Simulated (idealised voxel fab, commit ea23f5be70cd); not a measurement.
The document below concerns the process module designated voxel spacer lines.
The figure presents cross-section cut, which has a width of 225 nm and is divided into square cells with an edge length of 5 nm.
Each cross-section below is a grid of square cells, stated as bands in top-down order, with one or more rows of cells making up each band. Top, bottom (nm), then materials left to right with widths (nm); lone material tagged "full width" fills the whole band edge to edge; "empty" = empty space. A quick word on heights: they are counted from 0, and under that level the wafer as it came to us is one material throughout. The lowest band is different from the rest in having no bottom; it simply continues downward, written as in "0 down". The width entry "30 to 40" should be interpreted row by row: the top row of cells in the band takes the first number, the bottom row takes the second number, and the change between adjacent rows is uniform throughout. Given "nothing was modified" for a step, no cell of the cross-section differs between before and after that step. The label "Closed void entries" introduces a list of the empty spaces, 8 cells or larger, that have no open way up to the top; each entry in it reads width x height at distance, where the distance is taken from the left edge and all three are stated in nm. Note: text after step settings on the step line = simulator remark on that step. overlay nm: mask offset rightward from planned place, masked step; negative means leftward offset. Pairs from here to the end. Each: cross-section before one process step, cross-section after it, the latter only as far down as the lowest band that changed. Under each: the step between, and its settings. Mind that the pairs may be taken from different runs of this module on the same starting wafer; whether a pair continues from the pair above depends on its entry headed "Before this step", and it does only where that entry says so.
Before this step:
* 0 down = Si full width
* Closed void entries: none
Step Outcome:
* 10 to 0 = SiO2 full width
* Whatever lies below 0 is exactly as it was before.
* Closed void entries: none
So what happened between those two cross-sections up there? op CONFORMAL_DEP | material SiO2 | thk nm 10
Before this step: we pick up right where the pair above leaves off, with its after cross-section.
Step Outcome:
* 25 to 10 = W full width
* Whatever lies below 10 is exactly as it was before.
* Closed void entries: none
So what happened between those two cross-sections up there? op DIRECTIONAL_DEP | material W | thk nm 15
Before this step: we pick up right where the pair above leaves off, with its after cross-section.
Step Outcome:
* 50 to 25 = aC full width
* Whatever lies below 25 is exactly as it was before.
* Closed void entries: none
So what happened between those two cross-sections up there? op DIRECTIONAL_DEP | material aC | thk nm 25
Before this step: we pick up right where the pair above leaves off, with its after cross-section.
Step Outcome:
* 85 to 50 = empty 30 nm, resist 25 nm, empty 45 nm, resist 25 nm, empty 45 nm, resist 25 nm, empty 30 nm
* Whatever lies below 50 is exactly as it was before.
* Closed void entries: none
So what happened between those two cross-sections up there? op PATTERN | tone cover | mask id MANDREL | material resist | width nm 25 | pitch nm 70 | thk nm 35 | overlay nm 0
Before this step: we pick up right where the pair above leaves off, with its after cross-section.
Step Outcome:
* 60 to 50 = empty 30 nm, resist 25 nm, empty 45 nm, resist 25 nm, empty 45 nm, resist 25 nm, empty 30 nm
* 50 to 25 = empty 30 nm, aC 25 nm, empty 45 nm, aC 25 nm, empty 45 nm, aC 25 nm, empty 30 nm
* Whatever lies below 25 is exactly as it was before.
* Closed void entries: none
So what happened between those two cross-sections up there? op DIRECTIONAL_ETCH | etch materials aC | depth nm 25
Before this step: we pick up right where the pair above leaves off, with its after cross-section.
Step Outcome:
* 50 to 25 = empty 30 nm, aC 25 nm, empty 45 nm, aC 25 nm, empty 45 nm, aC 25 nm, empty 30 nm
* Whatever lies below 25 is exactly as it was before.
* Closed void entries: none
So what happened between those two cross-sections up there? op STRIP | etch materials resist
Before this step: we pick up right where the pair above leaves off, with its after cross-section.
Step Outcome:
* 60 to 50 = empty 20 nm, SiN 45 nm, empty 25 nm, SiN 45 nm, empty 25 nm, SiN 45 nm, empty 20 nm
* 50 to 35 = empty 20 nm, SiN 10 nm, aC 25 nm, SiN 10 nm, empty 25 nm, SiN 10 nm, aC 25 nm, SiN 10 nm, empty 25 nm, SiN 10 nm, aC 25 nm, SiN 10 nm, empty 20 nm
* 35 to 25 = SiN 30 nm, aC 25 nm, SiN 45 nm, aC 25 nm, SiN 45 nm, aC 25 nm, SiN 30 nm
* Whatever lies below 25 is exactly as it was before.
* Closed void entries: none
So what happened between those two cross-sections up there? op CONFORMAL_DEP | material SiN | thk nm 10
Before this step: we pick up right where the pair above leaves off, with its after cross-section.
Step Outcome:
* 50 to 25 = empty 20 nm, SiN 10 nm, aC 25 nm, SiN 10 nm, empty 25 nm, SiN 10 nm, aC 25 nm, SiN 10 nm, empty 25 nm, SiN 10 nm, aC 25 nm, SiN 10 nm, empty 20 nm
* Whatever lies below 25 is exactly as it was before.
* Closed void entries: none
So what happened between those two cross-sections up there? op DIRECTIONAL_ETCH | etch materials SiN | depth nm 10
Before this step: we pick up right where the pair above leaves off, with its after cross-section.
Step Outcome:
* 50 to 25 = empty 20 nm, SiN 10 nm, empty 25 nm, SiN 10 nm, empty 25 nm, SiN 10 nm, empty 25 nm, SiN 10 nm, empty 25 nm, SiN 10 nm, empty 25 nm, SiN 10 nm, empty 20 nm
* Whatever lies below 25 is exactly as it was before.
* Closed void entries: none
So what happened between those two cross-sections up there? op STRIP | etch materials aC
Before this step: we pick up right where the pair above leaves off, with its after cross-section.
Step Outcome:
* 50 to 25 = empty 20 nm, SiN 10 nm, empty 25 nm, SiN 10 nm, empty 25 nm, SiN 10 nm, empty 25 nm, SiN 10 nm, empty 25 nm, SiN 10 nm, empty 25 nm, SiN 10 nm, empty 20 nm
* 25 to 10 = empty 20 nm, W 10 nm, empty 25 nm, W 10 nm, empty 25 nm, W 10 nm, empty 25 nm, W 10 nm, empty 25 nm, W 10 nm, empty 25 nm, W 10 nm, empty 20 nm
* Whatever lies below 10 is exactly as it was before.
* Closed void entries: none
So what happened between those two cross-sections up there? op DIRECTIONAL_ETCH | etch materials W | depth nm 15
Before this step: we pick up right where the pair above leaves off, with its after cross-section.
Step Outcome:
* 25 to 10 = empty 20 nm, W 10 nm, empty 25 nm, W 10 nm, empty 25 nm, W 10 nm, empty 25 nm, W 10 nm, empty 25 nm, W 10 nm, empty 25 nm, W 10 nm, empty 20 nm
* Whatever lies below 10 is exactly as it was before.
* Closed void entries: none
So what happened between those two cross-sections up there? op STRIP | etch materials SiN
Before this step:
* 0 down = Si full width
* Closed void entries: none
Step Outcome:
* 15 to 0 = W full width
* Whatever lies below 0 is exactly as it was before.
* Closed void entries: none
So what happened between those two cross-sections up there? op DIRECTIONAL_DEP | material W | thk nm 15
Before this step: we pick up right where the pair above leaves off, with its after cross-section.
Step Outcome:
* 40 to 15 = aC full width
* Whatever lies below 15 is exactly as it was before.
* Closed void entries: none
So what happened between those two cross-sections up there? op DIRECTIONAL_DEP | material aC | thk nm 25
Before this step: we pick up right where the pair above leaves off, with its after cross-section.
Step Outcome:
* 75 to 40 = empty 30 nm, resist 25 nm, empty 45 nm, resist 25 nm, empty 45 nm, resist 25 nm, empty 30 nm
* Whatever lies below 40 is exactly as it was before.
* Closed void entries: none
So what happened between those two cross-sections up there? op PATTERN | tone cover | mask id MANDREL | material resist | width nm 25 | pitch nm 70 | thk nm 35 | overlay nm 0
Before this step: we pick up right where the pair above leaves off, with its after cross-section.
Step Outcome:
* 50 to 40 = empty 30 nm, resist 25 nm, empty 45 nm, resist 25 nm, empty 45 nm, resist 25 nm, empty 30 nm
* 40 to 15 = empty 30 nm, aC 25 nm, empty 45 nm, aC 25 nm, empty 45 nm, aC 25 nm, empty 30 nm
* Whatever lies below 15 is exactly as it was before.
* Closed void entries: none
So what happened between those two cross-sections up there? op DIRECTIONAL_ETCH | etch materials aC | depth nm 25
Before this step: we pick up right where the pair above leaves off, with its after cross-section.
Step Outcome:
* 40 to 15 = empty 30 nm, aC 25 nm, empty 45 nm, aC 25 nm, empty 45 nm, aC 25 nm, empty 30 nm
* Whatever lies below 15 is exactly as it was before.
* Closed void entries: none
So what happened between those two cross-sections up there? op STRIP | etch materials resist
Before this step: we pick up right where the pair above leaves off, with its after cross-section.
Step Outcome:
* 50 to 40 = empty 20 nm, SiN 45 nm, empty 25 nm, SiN 45 nm, empty 25 nm, SiN 45 nm, empty 20 nm
* 40 to 25 = empty 20 nm, SiN 10 nm, aC 25 nm, SiN 10 nm, empty 25 nm, SiN 10 nm, aC 25 nm, SiN 10 nm, empty 25 nm, SiN 10 nm, aC 25 nm, SiN 10 nm, empty 20 nm
* 25 to 15 = SiN 30 nm, aC 25 nm, SiN 45 nm, aC 25 nm, SiN 45 nm, aC 25 nm, SiN 30 nm
* Whatever lies below 15 is exactly as it was before.
* Closed void entries: none
So what happened between those two cross-sections up there? op CONFORMAL_DEP | material SiN | thk nm 10
Before this step: we pick up right where the pair above leaves off, with its after cross-section.
Step Outcome:
* 40 to 15 = empty 20 nm, SiN 10 nm, aC 25 nm, SiN 10 nm, empty 25 nm, SiN 10 nm, aC 25 nm, SiN 10 nm, empty 25 nm, SiN 10 nm, aC 25 nm, SiN 10 nm, empty 20 nm
* Whatever lies below 15 is exactly as it was before.
* Closed void entries: none
So what happened between those two cross-sections up there? op DIRECTIONAL_ETCH | etch materials SiN | depth nm 10
Before this step: we pick up right where the pair above leaves off, with its after cross-section.
Step Outcome:
* 40 to 15 = empty 20 nm, SiN 10 nm, empty 25 nm, SiN 10 nm, empty 25 nm, SiN 10 nm, empty 25 nm, SiN 10 nm, empty 25 nm, SiN 10 nm, empty 25 nm, SiN 10 nm, empty 20 nm
* Whatever lies below 15 is exactly as it was before.
* Closed void entries: none
So what happened between those two cross-sections up there? op STRIP | etch materials aC
Before this step: we pick up right where the pair above leaves off, with its after cross-section.
Step Outcome:
* 40 to 15 = empty 20 nm, SiN 10 nm, empty 25 nm, SiN 10 nm, empty 25 nm, SiN 10 nm, empty 25 nm, SiN 10 nm, empty 25 nm, SiN 10 nm, empty 25 nm, SiN 10 nm, empty 20 nm
* 15 to 0 = empty 20 nm, W 10 nm, empty 25 nm, W 10 nm, empty 25 nm, W 10 nm, empty 25 nm, W 10 nm, empty 25 nm, W 10 nm, empty 25 nm, W 10 nm, empty 20 nm
* Whatever lies below 0 is exactly as it was before.
* Closed void entries: none
So what happened between those two cross-sections up there? op DIRECTIONAL_ETCH | etch materials W | depth nm 15
Before this step: we pick up right where the pair above leaves off, with its after cross-section.
Step Outcome:
* 15 to 0 = empty 20 nm, W 10 nm, empty 25 nm, W 10 nm, empty 25 nm, W 10 nm, empty 25 nm, W 10 nm, empty 25 nm, W 10 nm, empty 25 nm, W 10 nm, empty 20 nm
* Whatever lies below 0 is exactly as it was before.
* Closed void entries: none
So what happened between those two cross-sections up there? op STRIP | etch materials SiN
Before this step:
* 25 to 10 = W full width
* 10 to 0 = SiO2 full width
* 0 down = Si full width
* Closed void entries: none
Step Outcome:
* 40 to 10 = W full width
* Whatever lies below 10 is exactly as it was before.
* Closed void entries: none
So what happened between those two cross-sections up there? op DIRECTIONAL_DEP | material W | thk nm 15
Before this step: we pick up right where the pair above leaves off, with its after cross-section.
Step Outcome:
* 65 to 40 = aC full width
* Whatever lies below 40 is exactly as it was before.
* Closed void entries: none
So what happened between those two cross-sections up there? op DIRECTIONAL_DEP | material aC | thk nm 25
Before this step: we pick up right where the pair above leaves off, with its after cross-section.
Step Outcome:
* 100 to 65 = empty 30 nm, resist 25 nm, empty 45 nm, resist 25 nm, empty 45 nm, resist 25 nm, empty 30 nm
* Whatever lies below 65 is exactly as it was before.
* Closed void entries: none
So what happened between those two cross-sections up there? op PATTERN | tone cover | mask id MANDREL | material resist | width nm 25 | pitch nm 70 | thk nm 35 | overlay nm 0
Before this step: we pick up right where the pair above leaves off, with its after cross-section.
Step Outcome:
* 75 to 65 = empty 30 nm, resist 25 nm, empty 45 nm, resist 25 nm, empty 45 nm, resist 25 nm, empty 30 nm
* 65 to 40 = empty 30 nm, aC 25 nm, empty 45 nm, aC 25 nm, empty 45 nm, aC 25 nm, empty 30 nm
* Whatever lies below 40 is exactly as it was before.
* Closed void entries: none
So what happened between those two cross-sections up there? op DIRECTIONAL_ETCH | etch materials aC | depth nm 25
Before this step: we pick up right where the pair above leaves off, with its after cross-section.
Step Outcome:
* 65 to 40 = empty 30 nm, aC 25 nm, empty 45 nm, aC 25 nm, empty 45 nm, aC 25 nm, empty 30 nm
* Whatever lies below 40 is exactly as it was before.
* Closed void entries: none
So what happened between those two cross-sections up there? op STRIP | etch materials resist
Before this step: we pick up right where the pair above leaves off, with its after cross-section.
Step Outcome:
* 75 to 65 = empty 20 nm, SiN 45 nm, empty 25 nm, SiN 45 nm, empty 25 nm, SiN 45 nm, empty 20 nm
* 65 to 50 = empty 20 nm, SiN 10 nm, aC 25 nm, SiN 10 nm, empty 25 nm, SiN 10 nm, aC 25 nm, SiN 10 nm, empty 25 nm, SiN 10 nm, aC 25 nm, SiN 10 nm, empty 20 nm
* 50 to 40 = SiN 30 nm, aC 25 nm, SiN 45 nm, aC 25 nm, SiN 45 nm, aC 25 nm, SiN 30 nm
* Whatever lies below 40 is exactly as it was before.
* Closed void entries: none
So what happened between those two cross-sections up there? op CONFORMAL_DEP | material SiN | thk nm 10
Before this step: we pick up right where the pair above leaves off, with its after cross-section.
Step Outcome:
* 65 to 40 = empty 20 nm, SiN 10 nm, aC 25 nm, SiN 10 nm, empty 25 nm, SiN 10 nm, aC 25 nm, SiN 10 nm, empty 25 nm, SiN 10 nm, aC 25 nm, SiN 10 nm, empty 20 nm
* Whatever lies below 40 is exactly as it was before.
* Closed void entries: none
So what happened between those two cross-sections up there? op DIRECTIONAL_ETCH | etch materials SiN | depth nm 10
Before this step: we pick up right where the pair above leaves off, with its after cross-section.
Step Outcome:
* 65 to 40 = empty 20 nm, SiN 10 nm, empty 25 nm, SiN 10 nm, empty 25 nm, SiN 10 nm, empty 25 nm, SiN 10 nm, empty 25 nm, SiN 10 nm, empty 25 nm, SiN 10 nm, empty 20 nm
* Whatever lies below 40 is exactly as it was before.
* Closed void entries: none
So what happened between those two cross-sections up there? op STRIP | etch materials aC
Before this step: we pick up right where the pair above leaves off, with its after cross-section.
Step Outcome:
* 65 to 40 = empty 20 nm, SiN 10 nm, empty 25 nm, SiN 10 nm, empty 25 nm, SiN 10 nm, empty 25 nm, SiN 10 nm, empty 25 nm, SiN 10 nm, empty 25 nm, SiN 10 nm, empty 20 nm
* 40 to 25 = empty 20 nm, W 10 nm, empty 25 nm, W 10 nm, empty 25 nm, W 10 nm, empty 25 nm, W 10 nm, empty 25 nm, W 10 nm, empty 25 nm, W 10 nm, empty 20 nm
* Whatever lies below 25 is exactly as it was before.
* Closed void entries: none
So what happened between those two cross-sections up there? op DIRECTIONAL_ETCH | etch materials W | depth nm 15
Before this step: we pick up right where the pair above leaves off, with its after cross-section.
Step Outcome:
* 40 to 25 = empty 20 nm, W 10 nm, empty 25 nm, W 10 nm, empty 25 nm, W 10 nm, empty 25 nm, W 10 nm, empty 25 nm, W 10 nm, empty 25 nm, W 10 nm, empty 20 nm
* Whatever lies below 25 is exactly as it was before.
* Closed void entries: none
So what happened between those two cross-sections up there? op STRIP | etch materials SiN
Before this step:
* 10 to 0 = SiO2 full width
* 0 down = Si full width
* Closed void entries: none
Step Outcome:
* 35 to 10 = aC full width
* Whatever lies below 10 is exactly as it was before.
* Closed void entries: none
So what happened between those two cross-sections up there? op DIRECTIONAL_DEP | material aC | thk nm 25
Before this step: we pick up right where the pair above leaves off, with its after cross-section.
Step Outcome:
* 50 to 35 = W full width
* Whatever lies below 35 is exactly as it was before.
* Closed void entries: none
So what happened between those two cross-sections up there? op DIRECTIONAL_DEP | material W | thk nm 15
Before this step: we pick up right where the pair above leaves off, with its after cross-section.
Step Outcome:
* 85 to 50 = empty 30 nm, resist 25 nm, empty 45 nm, resist 25 nm, empty 45 nm, resist 25 nm, empty 30 nm
* Whatever lies below 50 is exactly as it was before.
* Closed void entries: none
So what happened between those two cross-sections up there? op PATTERN | tone cover | mask id MANDREL | material resist | width nm 25 | pitch nm 70 | thk nm 35 | overlay nm 0
Before this step: we pick up right where the pair above leaves off, with its after cross-section.
Step Outcome:
* 60 to 50 = empty 30 nm, resist 25 nm, empty 45 nm, resist 25 nm, empty 45 nm, resist 25 nm, empty 30 nm
* Whatever lies below 50 is exactly as it was before.
* Closed void entries: none
So what happened between those two cross-sections up there? op DIRECTIONAL_ETCH | etch materials aC | depth nm 25
Before this step: we pick up right where the pair above leaves off, with its after cross-section.
Step Outcome:
* 50 to 35 = W full width
* Whatever lies below 35 is exactly as it was before.
* Closed void entries: none
So what happened between those two cross-sections up there? op STRIP | etch materials resist
Before this step: we pick up right where the pair above leaves off, with its after cross-section.
Step Outcome:
* 60 to 50 = SiN full width
* Whatever lies below 50 is exactly as it was before.
* Closed void entries: none
So what happened between those two cross-sections up there? op CONFORMAL_DEP | material SiN | thk nm 10
Before this step: we pick up right where the pair above leaves off, with its after cross-section.
Step Outcome:
* 50 to 35 = W full width
* Whatever lies below 35 is exactly as it was before.
* Closed void entries: none
So what happened between those two cross-sections up there? op DIRECTIONAL_ETCH | etch materials SiN | depth nm 10
Before this step: we pick up right where the pair above leaves off, with its after cross-section.
Step Outcome:
* 35 to 10 = aC full width
* Whatever lies below 10 is exactly as it was before.
* Closed void entries: none
So what happened between those two cross-sections up there? op DIRECTIONAL_ETCH | etch materials W | depth nm 15
Before this step:
* 50 to 25 = empty 20 nm, SiN 10 nm, empty 25 nm, SiN 10 nm, empty 25 nm, SiN 10 nm, empty 25 nm, SiN 10 nm, empty 25 nm, SiN 10 nm, empty 25 nm, SiN 10 nm, empty 20 nm
* 25 to 10 = W full width
* 10 to 0 = SiO2 full width
* 0 down = Si full width
* Closed void entries: none
Step Outcome:
* 50 to 25 = empty 20 nm, SiN 10 nm, empty 25 nm, SiN 10 nm, empty 25 nm, SiN 10 nm, empty 25 nm, SiN 10 nm, empty 25 nm, SiN 10 nm, empty 25 nm, SiN 10 nm, empty 20 nm
* 25 to 20 = empty 20 nm, W 10 nm, empty 25 nm, W 10 nm, empty 25 nm, W 10 nm, empty 25 nm, W 10 nm, empty 25 nm, W 10 nm, empty 25 nm, W 10 nm, empty 20 nm
* Whatever lies below 20 is exactly as it was before.
* Closed void entries: none
So what happened between those two cross-sections up there? op DIRECTIONAL_ETCH | etch materials W | depth nm 5
Before this step: we pick up right where the pair above leaves off, with its after cross-section.
Step Outcome:
* 25 to 20 = empty 20 nm, W 10 nm, empty 25 nm, W 10 nm, empty 25 nm, W 10 nm, empty 25 nm, W 10 nm, empty 25 nm, W 10 nm, empty 25 nm, W 10 nm, empty 20 nm
* Whatever lies below 20 is exactly as it was before.
* Closed void entries: none
So what happened between those two cross-sections up there? op STRIP | etch materials SiN
Before this step:
* 50 to 25 = aC full width
* 25 to 10 = W full width
* 10 to 0 = SiO2 full width
* 0 down = Si full width
* Closed void entries: none
Step Outcome:
* 85 to 50 = empty 35 nm, resist 20 nm, empty 50 nm, resist 20 nm, empty 50 nm, resist 20 nm, empty 30 nm
* Whatever lies below 50 is exactly as it was before.
* Closed void entries: none
So what happened between those two cross-sections up there? op PATTERN | tone cover | mask id MANDREL | material resist | width nm 20 | pitch nm 70 | thk nm 35 | overlay nm 0
Before this step: we pick up right where the pair above leaves off, with its after cross-section.
Step Outcome:
* 60 to 50 = empty 35 nm, resist 20 nm, empty 50 nm, resist 20 nm, empty 50 nm, resist 20 nm, empty 30 nm
* 50 to 25 = empty 35 nm, aC 20 nm, empty 50 nm, aC 20 nm, empty 50 nm, aC 20 nm, empty 30 nm
* Whatever lies below 25 is exactly as it was before.
* Closed void entries: none
So what happened between those two cross-sections up there? op DIRECTIONAL_ETCH | etch materials aC | depth nm 25
Before this step: we pick up right where the pair above leaves off, with its after cross-section.
Step Outcome:
* 50 to 25 = empty 35 nm, aC 20 nm, empty 50 nm, aC 20 nm, empty 50 nm, aC 20 nm, empty 30 nm
* Whatever lies below 25 is exactly as it was before.
* Closed void entries: none
So what happened between those two cross-sections up there? op STRIP | etch materials resist
Before this step: we pick up right where the pair above leaves off, with its after cross-section.
Step Outcome:
* 60 to 50 = empty 25 nm, SiN 40 nm, empty 30 nm, SiN 40 nm, empty 30 nm, SiN 40 nm, empty 20 nm
* 50 to 35 = empty 25 nm, SiN 10 nm, aC 20 nm, SiN 10 nm, empty 30 nm, SiN 10 nm, aC 20 nm, SiN 10 nm, empty 30 nm, SiN 10 nm, aC 20 nm, SiN 10 nm, empty 20 nm
* 35 to 25 = SiN 35 nm, aC 20 nm, SiN 50 nm, aC 20 nm, SiN 50 nm, aC 20 nm, SiN 30 nm
* Whatever lies below 25 is exactly as it was before.
* Closed void entries: none
So what happened between those two cross-sections up there? op CONFORMAL_DEP | material SiN | thk nm 10
Before this step: we pick up right where the pair above leaves off, with its after cross-section.
Step Outcome:
* 50 to 25 = empty 25 nm, SiN 10 nm, aC 20 nm, SiN 10 nm, empty 30 nm, SiN 10 nm, aC 20 nm, SiN 10 nm, empty 30 nm, SiN 10 nm, aC 20 nm, SiN 10 nm, empty 20 nm
* Whatever lies below 25 is exactly as it was before.
* Closed void entries: none
So what happened between those two cross-sections up there? op DIRECTIONAL_ETCH | etch materials SiN | depth nm 10
Before this step: we pick up right where the pair above leaves off, with its after cross-section.
Step Outcome:
* 50 to 25 = empty 25 nm, SiN 10 nm, empty 20 nm, SiN 10 nm, empty 30 nm, SiN 10 nm, empty 20 nm, SiN 10 nm, empty 30 nm, SiN 10 nm, empty 20 nm, SiN 10 nm, empty 20 nm
* Whatever lies below 25 is exactly as it was before.
* Closed void entries: none
So what happened between those two cross-sections up there? op STRIP | etch materials aC
Before this step: we pick up right where the pair above leaves off, with its after cross-section.
Step Outcome:
* 50 to 25 = empty 25 nm, SiN 10 nm, empty 20 nm, SiN 10 nm, empty 30 nm, SiN 10 nm, empty 20 nm, SiN 10 nm, empty 30 nm, SiN 10 nm, empty 20 nm, SiN 10 nm, empty 20 nm
* 25 to 10 = empty 25 nm, W 10 nm, empty 20 nm, W 10 nm, empty 30 nm, W 10 nm, empty 20 nm, W 10 nm, empty 30 nm, W 10 nm, empty 20 nm, W 10 nm, empty 20 nm
* Whatever lies below 10 is exactly as it was before.
* Closed void entries: none
So what happened between those two cross-sections up there? op DIRECTIONAL_ETCH | etch materials W | depth nm 15
Before this step: we pick up right where the pair above leaves off, with its after cross-section.
Step Outcome:
* 25 to 10 = empty 25 nm, W 10 nm, empty 20 nm, W 10 nm, empty 30 nm, W 10 nm, empty 20 nm, W 10 nm, empty 30 nm, W 10 nm, empty 20 nm, W 10 nm, empty 20 nm
* Whatever lies below 10 is exactly as it was before.
* Closed void entries: none
So what happened between those two cross-sections up there? op STRIP | etch materials SiN
Before this step:
* 50 to 25 = aC full width
* 25 to 10 = W full width
* 10 to 0 = SiO2 full width
* 0 down = Si full width
* Closed void entries: none
Step Outcome:
* 85 to 50 = empty 20 nm, resist 25 nm, empty 45 nm, resist 25 nm, empty 45 nm, resist 25 nm, empty 40 nm
* Whatever lies below 50 is exactly as it was before.
* Closed void entries: none
So what happened between those two cross-sections up there? op PATTERN | tone cover | mask id MANDREL | material resist | width nm 25 | pitch nm 70 | thk nm 35 | overlay nm -10
Before this step: we pick up right where the pair above leaves off, with its after cross-section.
Step Outcome:
* 60 to 50 = empty 20 nm, resist 25 nm, empty 45 nm, resist 25 nm, empty 45 nm, resist 25 nm, empty 40 nm
* 50 to 25 = empty 20 nm, aC 25 nm, empty 45 nm, aC 25 nm, empty 45 nm, aC 25 nm, empty 40 nm
* Whatever lies below 25 is exactly as it was before.
* Closed void entries: none
So what happened between those two cross-sections up there? op DIRECTIONAL_ETCH | etch materials aC | depth nm 25
Before this step: we pick up right where the pair above leaves off, with its after cross-section.
Step Outcome:
* 50 to 25 = empty 20 nm, aC 25 nm, empty 45 nm, aC 25 nm, empty 45 nm, aC 25 nm, empty 40 nm
* Whatever lies below 25 is exactly as it was before.
* Closed void entries: none
So what happened between those two cross-sections up there? op STRIP | etch materials resist
Before this step: we pick up right where the pair above leaves off, with its after cross-section.
Step Outcome:
* 60 to 50 = empty 10 nm, SiN 45 nm, empty 25 nm, SiN 45 nm, empty 25 nm, SiN 45 nm, empty 30 nm
* 50 to 35 = empty 10 nm, SiN 10 nm, aC 25 nm, SiN 10 nm, empty 25 nm, SiN 10 nm, aC 25 nm, SiN 10 nm, empty 25 nm, SiN 10 nm, aC 25 nm, SiN 10 nm, empty 30 nm
* 35 to 25 = SiN 20 nm, aC 25 nm, SiN 45 nm, aC 25 nm, SiN 45 nm, aC 25 nm, SiN 40 nm
* Whatever lies below 25 is exactly as it was before.
* Closed void entries: none
So what happened between those two cross-sections up there? op CONFORMAL_DEP | material SiN | thk nm 10
Before this step: we pick up right where the pair above leaves off, with its after cross-section.
Step Outcome:
* 50 to 25 = empty 10 nm, SiN 10 nm, aC 25 nm, SiN 10 nm, empty 25 nm, SiN 10 nm, aC 25 nm, SiN 10 nm, empty 25 nm, SiN 10 nm, aC 25 nm, SiN 10 nm, empty 30 nm
* Whatever lies below 25 is exactly as it was before.
* Closed void entries: none
So what happened between those two cross-sections up there? op DIRECTIONAL_ETCH | etch materials SiN | depth nm 10
Before this step: we pick up right where the pair above leaves off, with its after cross-section.
Step Outcome:
* 50 to 25 = empty 10 nm, SiN 10 nm, empty 25 nm, SiN 10 nm, empty 25 nm, SiN 10 nm, empty 25 nm, SiN 10 nm, empty 25 nm, SiN 10 nm, empty 25 nm, SiN 10 nm, empty 30 nm
* Whatever lies below 25 is exactly as it was before.
* Closed void entries: none
So what happened between those two cross-sections up there? op STRIP | etch materials aC
Before this step: we pick up right where the pair above leaves off, with its after cross-section.
Step Outcome:
* 50 to 25 = empty 10 nm, SiN 10 nm, empty 25 nm, SiN 10 nm, empty 25 nm, SiN 10 nm, empty 25 nm, SiN 10 nm, empty 25 nm, SiN 10 nm, empty 25 nm, SiN 10 nm, empty 30 nm
* 25 to 10 = empty 10 nm, W 10 nm, empty 25 nm, W 10 nm, empty 25 nm, W 10 nm, empty 25 nm, W 10 nm, empty 25 nm, W 10 nm, empty 25 nm, W 10 nm, empty 30 nm
* Whatever lies below 10 is exactly as it was before.
* Closed void entries: none
So what happened between those two cross-sections up there? op DIRECTIONAL_ETCH | etch materials W | depth nm 15
Before this step: we pick up right where the pair above leaves off, with its after cross-section.
Step Outcome:
* 25 to 10 = empty 10 nm, W 10 nm, empty 25 nm, W 10 nm, empty 25 nm, W 10 nm, empty 25 nm, W 10 nm, empty 25 nm, W 10 nm, empty 25 nm, W 10 nm, empty 30 nm
* Whatever lies below 10 is exactly as it was before.
* Closed void entries: none
So what happened between those two cross-sections up there? op STRIP | etch materials SiN
Before this step:
* 50 to 25 = empty 30 nm, aC 25 nm, empty 45 nm, aC 25 nm, empty 45 nm, aC 25 nm, empty 30 nm
* 25 to 10 = W full width
* 10 to 0 = SiO2 full width
* 0 down = Si full width
* Closed void entries: none
Step Outcome:
* 60 to 50 = empty 20 nm, SiO2 45 nm, empty 25 nm, SiO2 45 nm, empty 25 nm, SiO2 45 nm, empty 20 nm
* 50 to 35 = empty 20 nm, SiO2 10 nm, aC 25 nm, SiO2 10 nm, empty 25 nm, SiO2 10 nm, aC 25 nm, SiO2 10 nm, empty 25 nm, SiO2 10 nm, aC 25 nm, SiO2 10 nm, empty 20 nm
* 35 to 25 = SiO2 30 nm, aC 25 nm, SiO2 45 nm, aC 25 nm, SiO2 45 nm, aC 25 nm, SiO2 30 nm
* Whatever lies below 25 is exactly as it was before.
* Closed void entries: none
So what happened between those two cross-sections up there? op CONFORMAL_DEP | material SiO2 | thk nm 10
Before this step:
* 50 to 25 = aC full width
* 25 to 10 = W full width
* 10 to 0 = SiO2 full width
* 0 down = Si full width
* Closed void entries: none
Step Outcome:
* 85 to 50 = resist 30 nm, empty 25 nm, resist 45 nm, empty 25 nm, resist 45 nm, empty 25 nm, resist 30 nm
* Whatever lies below 50 is exactly as it was before.
* Closed void entries: none
So what happened between those two cross-sections up there? op PATTERN | tone open | mask id MANDREL | material resist | width nm 25 | pitch nm 70 | thk nm 35 | overlay nm 0
Before this step: we pick up right where the pair above leaves off, with its after cross-section.
Step Outcome:
* 60 to 50 = resist 30 nm, empty 25 nm, resist 45 nm, empty 25 nm, resist 45 nm, empty 25 nm, resist 30 nm
* 50 to 25 = aC 30 nm, empty 25 nm, aC 45 nm, empty 25 nm, aC 45 nm, empty 25 nm, aC 30 nm
* Whatever lies below 25 is exactly as it was before.
* Closed void entries: none
So what happened between those two cross-sections up there? op DIRECTIONAL_ETCH | etch materials aC | depth nm 25
Before this step: we pick up right where the pair above leaves off, with its after cross-section.
Step Outcome:
* 50 to 25 = aC 30 nm, empty 25 nm, aC 45 nm, empty 25 nm, aC 45 nm, empty 25 nm, aC 30 nm
* Whatever lies below 25 is exactly as it was before.
* Closed void entries: none
So what happened between those two cross-sections up there? op STRIP | etch materials resist
Before this step: we pick up right where the pair above leaves off, with its after cross-section.
Step Outcome:
* 60 to 50 = SiN 40 nm, empty 5 nm, SiN 65 nm, empty 5 nm, SiN 65 nm, empty 5 nm, SiN 40 nm
* 50 to 35 = aC 30 nm, SiN 10 nm, empty 5 nm, SiN 10 nm, aC 45 nm, SiN 10 nm, empty 5 nm, SiN 10 nm, aC 45 nm, SiN 10 nm, empty 5 nm, SiN 10 nm, aC 30 nm
* 35 to 25 = aC 30 nm, SiN 25 nm, aC 45 nm, SiN 25 nm, aC 45 nm, SiN 25 nm, aC 30 nm
* Whatever lies below 25 is exactly as it was before.
* Closed void entries: none
So what happened between those two cross-sections up there? op CONFORMAL_DEP | material SiN | thk nm 10
Before this step: we pick up right where the pair above leaves off, with its after cross-section.
Step Outcome:
* 50 to 25 = aC 30 nm, SiN 10 nm, empty 5 nm, SiN 10 nm, aC 45 nm, SiN 10 nm, empty 5 nm, SiN 10 nm, aC 45 nm, SiN 10 nm, empty 5 nm, SiN 10 nm, aC 30 nm
* Whatever lies below 25 is exactly as it was before.
* Closed void entries: none
So what happened between those two cross-sections up there? op DIRECTIONAL_ETCH | etch materials SiN | depth nm 10
Before this step: we pick up right where the pair above leaves off, with its after cross-section.
Step Outcome:
* 50 to 25 = empty 30 nm, SiN 10 nm, empty 5 nm, SiN 10 nm, empty 45 nm, SiN 10 nm, empty 5 nm, SiN 10 nm, empty 45 nm, SiN 10 nm, empty 5 nm, SiN 10 nm, empty 30 nm
* Whatever lies below 25 is exactly as it was before.
* Closed void entries: none
So what happened between those two cross-sections up there? op STRIP | etch materials aC
